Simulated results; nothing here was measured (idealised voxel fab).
The process module that follows is named voxel capacitor over wiring.
The cross-section on display is named cut; it measures 300 nm wide, and its cells are 5 nm squares.
When this document writes out a cross-section, it uses a grid of square cells and lists it as bands, beginning at the top and moving down, with a band standing for one or more rows of cells. Look at the band entry: it leads with the top's height and the bottom's height in nm. Then it lists the materials left to right, with a width in nm for each. The word "edge to edge" on a single material says that material fills the band edge to edge. The word "blank" is empty space. Heads up on the height convention: 0 is the point under which the incoming wafer is all one material, and the lowest band has no bottom, it just keeps going down, like "z 0 and below". The notation "30..40" denotes a width that varies across the rows of cells in the band, beginning at the first number in the top row, finishing at the second number in the bottom row, and changing by an identical amount from each row to the next. Where a step carries "nothing changed", the cross-section came out of it unchanged, cell for cell. In "Sealed void inventory" the enclosed voids are listed, meaning empty spaces of 8 cells or larger without any opening to the top. The form is width x height at distance, distance from the left edge, units nm. Past the settings on a step's line: simulator remark, on that step. Each step line may optionally specify "overlay nm", which for a step with a mask gives the rightward distance between the mask's planned place and where it lay, a negative value indicating the leftward direction.

# Steps in the process plan
1,RECEIVE [material Si]
2,CONFORMAL_DEP [material SiO2] [thk nm 15]
3,CONFORMAL_DEP [material SiN] [thk nm 5]
4,DIRECTIONAL_DEP [material lowk] [thk nm 20]
5,PATTERN [tone open] [mask id METAL_1] [material resist] [width nm 20] [pitch nm 90] [thk nm 20] [overlay nm 0]
6,DIRECTIONAL_ETCH [etch materials lowk] [depth nm 20]
7,DIRECTIONAL_ETCH [etch materials SiN] [depth nm 5]
8,STRIP [etch materials resist]
9,CONFORMAL_DEP [material TiN] [thk nm 5]
10,FILL_DEP [material Cu] [thk nm 5]
11,CMP [height nm 40]
12,CONFORMAL_DEP [material SiCN] [thk nm 5]
13,DIRECTIONAL_DEP [material lowk] [thk nm 20]
14,PATTERN [tone open] [mask id PLUG_1] [material resist] [width nm 15] [thk nm 20] [overlay nm 0]
15,DIRECTIONAL_ETCH [etch materials lowk] [depth nm 20]
16,DIRECTIONAL_ETCH [etch materials SiCN] [depth nm 5]
17,STRIP [etch materials resist]
18,CONFORMAL_DEP [material TiN] [thk nm 5]
19,FILL_DEP [material Ru] [thk nm 10]
20,CMP [height nm 65]
21,DIRECTIONAL_DEP [material TiN] [thk nm 5]
22,DIRECTIONAL_DEP [material HfO2] [thk nm 5]
23,DIRECTIONAL_DEP [material TiN] [thk nm 5]
24,DIRECTIONAL_DEP [material aC] [thk nm 15]
25,PATTERN [tone cover] [mask id UPPER_PLATE] [material resist] [width nm 75] [thk nm 35] [overlay nm 0]
26,DIRECTIONAL_ETCH [etch materials aC] [depth nm 15]
27,STRIP [etch materials resist]
28,DIRECTIONAL_ETCH [etch materials TiN] [depth nm 5]
29,DIRECTIONAL_ETCH [etch materials HfO2] [depth nm 5]
30,STRIP [etch materials aC]
31,MASKED_ETCH [tone cover] [mask id LOWER_PLATE] [width nm 85] [etch materials TiN] [depth nm 5] [overlay nm 0]
32,FILL_DEP [material SiO2] [thk nm 15]
33,CMP [height nm 90]
34,MASKED_ETCH [tone open] [mask id PLUG_2] [width nm 15] [etch materials SiO2] [depth nm 10] [overlay nm 0]
35,CONFORMAL_DEP [material TiN] [thk nm 5]
36,FILL_DEP [material Cu] [thk nm 10]
37,CMP [height nm 90]
38,CONFORMAL_DEP [material SiCN] [thk nm 5]

# The first of two wafers, run as planned

# As-received state of the wafer in cross-section, equivalent to post-step 1
- z 0 and below = Si edge to edge
- Sealed void inventory: none

# How the wafer stands in section after step 2
- z 15 to 0 = SiO2 edge to edge
- Nothing below the height 0 has changed.

# How the wafer stands in section after step 3
- z 20 to 15 = SiN edge to edge
- Nothing below the height 15 has changed.

# How the wafer stands in section after step 4
- z 40 to 20 = lowk edge to edge
- Nothing below the height 20 has changed.

# How the wafer stands in section after step 5
- z 60 to 40 = resist 95 nm  blank 20 nm  resist 70 nm  blank 20 nm  resist 95 nm
- Nothing below the height 40 has changed.

# How the wafer stands in section after step 6
- z 60 to 40 = resist 95 nm  blank 20 nm  resist 70 nm  blank 20 nm  resist 95 nm
- z 40 to 20 = lowk 95 nm  blank 20 nm  lowk 70 nm  blank 20 nm  lowk 95 nm
- Nothing below the height 20 has changed.

# How the wafer stands in section after step 7
- z 60 to 40 = resist 95 nm  blank 20 nm  resist 70 nm  blank 20 nm  resist 95 nm
- z 40 to 20 = lowk 95 nm  blank 20 nm  lowk 70 nm  blank 20 nm  lowk 95 nm
- z 20 to 15 = SiN 95 nm  blank 20 nm  SiN 70 nm  blank 20 nm  SiN 95 nm
- Nothing below the height 15 has changed.

# How the wafer stands in section after step 8
- z 40 to 20 = lowk 95 nm  blank 20 nm  lowk 70 nm  blank 20 nm  lowk 95 nm
- Nothing below the height 20 has changed.

# How the wafer stands in section after step 9
- z 45 to 40 = TiN 100 nm  blank 10 nm  TiN 80 nm  blank 10 nm  TiN 100 nm
- z 40 to 20 = lowk 95 nm  TiN 5 nm  blank 10 nm  TiN 5 nm  lowk 70 nm  TiN 5 nm  blank 10 nm  TiN 5 nm  lowk 95 nm
- z 20 to 15 = SiN 95 nm  TiN 20 nm  SiN 70 nm  TiN 20 nm  SiN 95 nm
- Nothing below the height 15 has changed.

# How the wafer stands in section after step 10
- z 50 to 45 = Cu edge to edge
- z 45 to 40 = TiN 100 nm  Cu 10 nm  TiN 80 nm  Cu 10 nm  TiN 100 nm
- z 40 to 20 = lowk 95 nm  TiN 5 nm  Cu 10 nm  TiN 5 nm  lowk 70 nm  TiN 5 nm  Cu 10 nm  TiN 5 nm  lowk 95 nm
- Nothing below the height 20 has changed.

# How the wafer stands in section after step 11
- z 40 to 20 = lowk 95 nm  TiN 5 nm  Cu 10 nm  TiN 5 nm  lowk 70 nm  TiN 5 nm  Cu 10 nm  TiN 5 nm  lowk 95 nm
- Nothing below the height 20 has changed.

# How the wafer stands in section after step 12
- z 45 to 40 = SiCN edge to edge
- Nothing below the height 40 has changed.

# How the wafer stands in section after step 13
- z 65 to 45 = lowk edge to edge
- Nothing below the height 45 has changed.

# How the wafer stands in section after step 14
- z 85 to 65 = resist 100 nm  blank 15 nm  resist 185 nm
- Nothing below the height 65 has changed.

# How the wafer stands in section after step 15
- z 85 to 65 = resist 100 nm  blank 15 nm  resist 185 nm
- z 65 to 45 = lowk 100 nm  blank 15 nm  lowk 185 nm
- Nothing below the height 45 has changed.

# How the wafer stands in section after step 16
- z 85 to 65 = resist 100 nm  blank 15 nm  resist 185 nm
- z 65 to 45 = lowk 100 nm  blank 15 nm  lowk 185 nm
- z 45 to 40 = SiCN 100 nm  blank 15 nm  SiCN 185 nm
- Nothing below the height 40 has changed.

# How the wafer stands in section after step 17
- z 65 to 45 = lowk 100 nm  blank 15 nm  lowk 185 nm
- Nothing below the height 45 has changed.

# How the wafer stands in section after step 18
- z 70 to 65 = TiN 105 nm  blank 5 nm  TiN 190 nm
- z 65 to 45 = lowk 100 nm  TiN 5 nm  blank 5 nm  TiN 5 nm  lowk 185 nm
- z 45 to 40 = SiCN 100 nm  TiN 15 nm  SiCN 185 nm
- Nothing below the height 40 has changed.

# How the wafer stands in section after step 19
- z 80 to 70 = Ru edge to edge
- z 70 to 65 = TiN 105 nm  Ru 5 nm  TiN 190 nm
- z 65 to 45 = lowk 100 nm  TiN 5 nm  Ru 5 nm  TiN 5 nm  lowk 185 nm
- Nothing below the height 45 has changed.

# How the wafer stands in section after step 20
- z 65 to 45 = lowk 100 nm  TiN 5 nm  Ru 5 nm  TiN 5 nm  lowk 185 nm
- Nothing below the height 45 has changed.

# How the wafer stands in section after step 21
- z 70 to 65 = TiN edge to edge
- Nothing below the height 65 has changed.

# How the wafer stands in section after step 22
- z 75 to 70 = HfO2 edge to edge
- Nothing below the height 70 has changed.

# How the wafer stands in section after step 23
- z 80 to 75 = TiN edge to edge
- Nothing below the height 75 has changed.

# How the wafer stands in section after step 24
- z 95 to 80 = aC edge to edge
- Nothing below the height 80 has changed.

# How the wafer stands in section after step 25
- z 130 to 95 = blank 100 nm  resist 75 nm  blank 125 nm
- Nothing below the height 95 has changed.

# How the wafer stands in section after step 26
- z 115 to 95 = blank 100 nm  resist 75 nm  blank 125 nm
- z 95 to 80 = blank 100 nm  aC 75 nm  blank 125 nm
- Nothing below the height 80 has changed.

# How the wafer stands in section after step 27
- z 95 to 80 = blank 100 nm  aC 75 nm  blank 125 nm
- Nothing below the height 80 has changed.

# How the wafer stands in section after step 28
- z 95 to 80 = blank 100 nm  aC 75 nm  blank 125 nm
- z 80 to 75 = blank 100 nm  TiN 75 nm  blank 125 nm
- Nothing below the height 75 has changed.

# How the wafer stands in section after step 29
- z 95 to 80 = blank 100 nm  aC 75 nm  blank 125 nm
- z 80 to 75 = blank 100 nm  TiN 75 nm  blank 125 nm
- z 75 to 70 = blank 100 nm  HfO2 75 nm  blank 125 nm
- Nothing below the height 70 has changed.

# How the wafer stands in section after step 30
- z 80 to 75 = blank 100 nm  TiN 75 nm  blank 125 nm
- Nothing below the height 75 has changed.

# How the wafer stands in section after step 31
- z 80 to 75 = blank 100 nm  TiN 75 nm  blank 125 nm
- z 75 to 70 = blank 100 nm  HfO2 75 nm  blank 125 nm
- z 70 to 65 = blank 95 nm  TiN 85 nm  blank 120 nm
- Nothing below the height 65 has changed.

# How the wafer stands in section after step 32
- z 95 to 80 = SiO2 edge to edge
- z 80 to 75 = SiO2 100 nm  TiN 75 nm  SiO2 125 nm
- z 75 to 70 = SiO2 100 nm  HfO2 75 nm  SiO2 125 nm
- z 70 to 65 = SiO2 95 nm  TiN 85 nm  SiO2 120 nm
- Nothing below the height 65 has changed.

# How the wafer stands in section after step 33
- z 90 to 80 = SiO2 edge to edge
- Nothing below the height 80 has changed.

# How the wafer stands in section after step 34
- z 90 to 80 = SiO2 110 nm  blank 15 nm  SiO2 175 nm
- Nothing below the height 80 has changed.

# How the wafer stands in section after step 35
- z 95 to 90 = TiN 115 nm  blank 5 nm  TiN 180 nm
- z 90 to 85 = SiO2 110 nm  TiN 5 nm  blank 5 nm  TiN 5 nm  SiO2 175 nm
- z 85 to 75 = SiO2 110..100 nm  TiN 15..75 nm  SiO2 175..125 nm
- Nothing below the height 75 has changed.

# How the wafer stands in section after step 36
- z 105 to 95 = Cu edge to edge
- z 95 to 90 = TiN 115 nm  Cu 5 nm  TiN 180 nm
- z 90 to 85 = SiO2 110 nm  TiN 5 nm  Cu 5 nm  TiN 5 nm  SiO2 175 nm
- Nothing below the height 85 has changed.

# How the wafer stands in section after step 37
- z 90 to 85 = SiO2 110 nm  TiN 5 nm  Cu 5 nm  TiN 5 nm  SiO2 175 nm
- Nothing below the height 85 has changed.

# How the wafer stands in section after step 38
- z 95 to 90 = SiCN edge to edge
- Nothing below the height 90 has changed.

# The second wafer was prepared from the same starting point and under the same plan as the first; its processing contained one mistake, and it remains indistinguishable from the first wafer up to and including step 20

# Planned end of step 21: second wafer, cross-section
- z 70 to 65 = SiN edge to edge
- Nothing below the height 65 has changed.

# Planned end of step 22: second wafer, cross-section
- z 75 to 70 = HfO2 edge to edge
- Nothing below the height 70 has changed.

# Planned end of step 23: second wafer, cross-section
- z 80 to 75 = TiN edge to edge
- Nothing below the height 75 has changed.

# Planned end of step 24: second wafer, cross-section
- z 95 to 80 = aC edge to edge
- Nothing below the height 80 has changed.

# Planned end of step 25: second wafer, cross-section
- z 130 to 95 = blank 100 nm  resist 75 nm  blank 125 nm
- Nothing below the height 95 has changed.

# Planned end of step 26: second wafer, cross-section
- z 115 to 95 = blank 100 nm  resist 75 nm  blank 125 nm
- z 95 to 80 = blank 100 nm  aC 75 nm  blank 125 nm
- Nothing below the height 80 has changed.

# Planned end of step 27: second wafer, cross-section
- z 95 to 80 = blank 100 nm  aC 75 nm  blank 125 nm
- Nothing below the height 80 has changed.

# Planned end of step 28: second wafer, cross-section
- z 95 to 80 = blank 100 nm  aC 75 nm  blank 125 nm
- z 80 to 75 = blank 100 nm  TiN 75 nm  blank 125 nm
- Nothing below the height 75 has changed.

# Planned end of step 29: second wafer, cross-section
- z 95 to 80 = blank 100 nm  aC 75 nm  blank 125 nm
- z 80 to 75 = blank 100 nm  TiN 75 nm  blank 125 nm
- z 75 to 70 = blank 100 nm  HfO2 75 nm  blank 125 nm
- Nothing below the height 70 has changed.

# Planned end of step 30: second wafer, cross-section
- z 80 to 75 = blank 100 nm  TiN 75 nm  blank 125 nm
- Nothing below the height 75 has changed.

Planned end of step 31: second wafer, cross-section: nothing changed

# Planned end of step 32: second wafer, cross-section
- z 95 to 80 = SiO2 edge to edge
- z 80 to 75 = SiO2 100 nm  TiN 75 nm  SiO2 125 nm
- z 75 to 70 = SiO2 100 nm  HfO2 75 nm  SiO2 125 nm
- Nothing below the height 70 has changed.

# Planned end of step 33: second wafer, cross-section
- z 90 to 80 = SiO2 edge to edge
- Nothing below the height 80 has changed.

# Planned end of step 34: second wafer, cross-section
- z 90 to 80 = SiO2 110 nm  blank 15 nm  SiO2 175 nm
- Nothing below the height 80 has changed.

# Planned end of step 35: second wafer, cross-section
- z 95 to 90 = TiN 115 nm  blank 5 nm  TiN 180 nm
- z 90 to 85 = SiO2 110 nm  TiN 5 nm  blank 5 nm  TiN 5 nm  SiO2 175 nm
- z 85 to 75 = SiO2 110..100 nm  TiN 15..75 nm  SiO2 175..125 nm
- Nothing below the height 75 has changed.

# Planned end of step 36: second wafer, cross-section
- z 105 to 95 = Cu edge to edge
- z 95 to 90 = TiN 115 nm  Cu 5 nm  TiN 180 nm
- z 90 to 85 = SiO2 110 nm  TiN 5 nm  Cu 5 nm  TiN 5 nm  SiO2 175 nm
- Nothing below the height 85 has changed.

# Planned end of step 37: second wafer, cross-section
- z 90 to 85 = SiO2 110 nm  TiN 5 nm  Cu 5 nm  TiN 5 nm  SiO2 175 nm
- Nothing below the height 85 has changed.

# Planned end of step 38: second wafer, cross-section
- z 95 to 90 = SiCN edge to edge
- Nothing below the height 90 has changed.
Deviation from plan: step 21 was not run as planned; what actually ran was DIRECTIONAL_DEP [material SiN] [thk nm 5]
Final tally in cells, some materials are higher or lower on the second wafer than on the first: 60 more of SiN; 43 fewer of SiO2; 17 fewer of TiN
